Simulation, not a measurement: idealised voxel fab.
The document below concerns the process module designated voxel transistor to metal.
Section cut is 195 nm wide and gridded with 5 nm square cells.
Throughout this document, each cross-section is represented as a grid of square cells and is presented as a sequence of bands enumerated from the top downward, where a band comprises one or more rows of cells.
Quick guide to a band line: top height, bottom height (nm) up front; then every material left to right with its width in nm. Only one material and it's marked "full width"? Then it fills the band edge to edge. And "empty" just means empty space.
For the purposes of this specification, 0 denotes the height below which the wafer in its as-received condition is composed wholly of one material, and the lowermost band, lacking a lower limit, extends downward without end, as expressed in "0 -> down".
With a width like "30 to 40", each row of cells in the band differs from the next by the same amount, the top row carrying the first number and the bottom row the second.
Step note "nothing altered" = no cross-section cell changed.
Basically, "Closed internal cavities" tells you about the enclosed voids: empty spaces with no open way to the top, 8 cells or bigger, each written width x height at distance, where distance is from the left edge, all in nm.
Note: text after step settings on the step line = simulator remark on that step.
overlay nm: mask offset rightward from planned place, masked step; negative means leftward offset.
## Here's what the planned process steps look like
step 1: RECEIVE | material Si
step 2: OXIDIZE | depth nm 5
step 3: CONFORMAL_DEP | material SiN | thk nm 10
step 4: DIRECTIONAL_DEP | material aC | thk nm 10
step 5: PATTERN | tone cover | mask id ACTIVE | material resist | width nm 105 | thk nm 25 | overlay nm 0
step 6: DIRECTIONAL_ETCH | etch materials aC | depth nm 10
step 7: STRIP | etch materials resist
step 8: DIRECTIONAL_ETCH | etch materials SiN | depth nm 10
step 9: DIRECTIONAL_ETCH | etch materials SiO2 | depth nm 5
step 10: DIRECTIONAL_ETCH | etch materials Si | depth nm 35
step 11: STRIP | etch materials aC
step 12: OXIDIZE | depth nm 5
step 13: FILL_DEP | material SiO2 | thk nm 15
step 14: CMP | height nm 10
step 15: SELECTIVE_ETCH | etch materials SiO2 | depth nm 10
step 16: STRIP | etch materials SiN
step 17: SELECTIVE_ETCH | etch materials SiO2 | depth nm 5
step 18: OXIDIZE | depth nm 5
step 19: DIRECTIONAL_DEP | material polySi | thk nm 30
step 20: DIRECTIONAL_DEP | material SiCN | thk nm 10
step 21: DIRECTIONAL_DEP | material aC | thk nm 15
step 22: PATTERN | tone cover | mask id GATE | material resist | width nm 35 | thk nm 35 | overlay nm 0
step 23: DIRECTIONAL_ETCH | etch materials aC | depth nm 15
step 24: STRIP | etch materials resist
step 25: DIRECTIONAL_ETCH | etch materials SiCN | depth nm 20
step 26: DIRECTIONAL_ETCH | etch materials polySi | depth nm 40
step 27: STRIP | etch materials aC
step 28: CONFORMAL_DEP | material SiO2 | thk nm 5
step 29: DIRECTIONAL_ETCH | etch materials SiO2 | depth nm 5
step 30: CONFORMAL_DEP | material SiN | thk nm 5
step 31: DIRECTIONAL_ETCH | etch materials SiN | depth nm 5
step 32: DIRECTIONAL_ETCH | etch materials SiO2 | depth nm 5
step 33: DIRECTIONAL_ETCH | etch materials Si | depth nm 5
step 34: EPI | material nSi | thk nm 10
step 35: FILL_DEP | material SiO2 | thk nm 10
step 36: CMP | height nm 25
step 37: STRIP | etch materials polySi
step 38: SELECTIVE_ETCH | etch materials SiO2 | depth nm 5
step 39: CONFORMAL_DEP | material HfO2 | thk nm 5
step 40: CONFORMAL_DEP | material TiN | thk nm 5
step 41: FILL_DEP | material W | thk nm 5
step 42: CMP | height nm 20
step 43: DIRECTIONAL_DEP | material SiO2 | thk nm 10
step 44: PATTERN | tone open | mask id CONTACT | material resist | width nm 15 | pitch nm 80 | thk nm 15 | overlay nm 0
step 45: DIRECTIONAL_ETCH | etch materials SiO2 | depth nm 35
step 46: STRIP | etch materials resist
step 47: CONFORMAL_DEP | material TiN | thk nm 5
step 48: FILL_DEP | material W | thk nm 10
step 49: CMP | height nm 30
step 50: DIRECTIONAL_DEP | material TiN | thk nm 5
step 51: DIRECTIONAL_DEP | material Ru | thk nm 20
step 52: PATTERN | tone cover | mask id METAL_1 | material resist | width nm 15 | pitch nm 80 | thk nm 15 | overlay nm 0
step 53: DIRECTIONAL_ETCH | etch materials Ru | depth nm 20
step 54: DIRECTIONAL_ETCH | etch materials TiN | depth nm 5
step 55: STRIP | etch materials resist
step 56: FILL_DEP | material lowk | thk nm 5
step 57: CMP | height nm 55
step 58: CONFORMAL_DEP | material SiCN | thk nm 5
step 59: DIRECTIONAL_DEP | material SiO2 | thk nm 35
step 60: PATTERN | tone open | mask id METAL_2 | material resist | width nm 15 | pitch nm 80 | thk nm 15 | overlay nm 0
step 61: DIRECTIONAL_ETCH | etch materials SiO2 | depth nm 20
step 62: STRIP | etch materials resist
step 63: PATTERN | tone open | mask id METAL_2_HOLES | material resist | width nm 15 | pitch nm 80 | thk nm 15 | overlay nm 0
step 64: DIRECTIONAL_ETCH | etch materials SiO2 | depth nm 15
step 65: DIRECTIONAL_ETCH | etch materials SiCN | depth nm 5
step 66: STRIP | etch materials resist
step 67: CONFORMAL_DEP | material TiN | thk nm 5
step 68: FILL_DEP | material Cu | thk nm 10
step 69: CMP | height nm 95
step 70: CONFORMAL_DEP | material SiCN | thk nm 5
## Delivered wafer in cross-section: state after step 1
- 0 -> down: Si full width
- Closed internal cavities: none
## Post-module cross-section: identical start and plan to those above, one misstep in execution
- 100 -> 95: SiCN full width
- 95 -> 60: SiO2 50  TiN 5  Cu 5  TiN 5  SiO2 65  TiN 5  Cu 5  TiN 5  SiO2 50
- 60 -> 55: SiCN 50  TiN 15  SiCN 65  TiN 15  SiCN 50
- 55 -> 45: lowk 50  Ru 15  lowk 65  Ru 15  lowk 50
- 45 -> 40: lowk 50  TiN 15  lowk 65  TiN 15  lowk 50
- 40 -> 30: TiN full width
- 30 -> 20: SiO2 50  TiN 5  W 5  TiN 5  SiO2 65  TiN 5  W 5  TiN 5  SiO2 50
- 20 -> 5: SiO2 50  TiN 5  W 5  TiN 5  SiO2 5  SiN 5  HfO2 5  TiN 5  W 25  TiN 5  HfO2 5  SiN 5  SiO2 5  TiN 5  W 5  TiN 5  SiO2 50
- 5 -> 0: SiO2 50  TiN 15  SiO2 5  SiN 5  HfO2 5  TiN 5  W 25  TiN 5  HfO2 5  SiN 5  SiO2 5  TiN 15  SiO2 50
- 0 -> -5: SiO2 50  TiN 10  nSi 10  SiN 5  HfO2 5  TiN 35  HfO2 5  SiN 5  nSi 10  TiN 10  SiO2 50
- -5 -> -10: SiO2 45  nSi 25  SiO2 5  HfO2 45  SiO2 5  nSi 25  SiO2 45
- -10 -> -15: SiO2 50  nSi 20  Si 55  nSi 20  SiO2 50
- -15 -> -45: SiO2 50  Si 95  SiO2 50
- -45 -> down: Si full width
- Closed internal cavities: none
What was done differently from what was planned? step 50 deviated from plan and actually ran as DIRECTIONAL_DEP | material TiN | thk nm 15
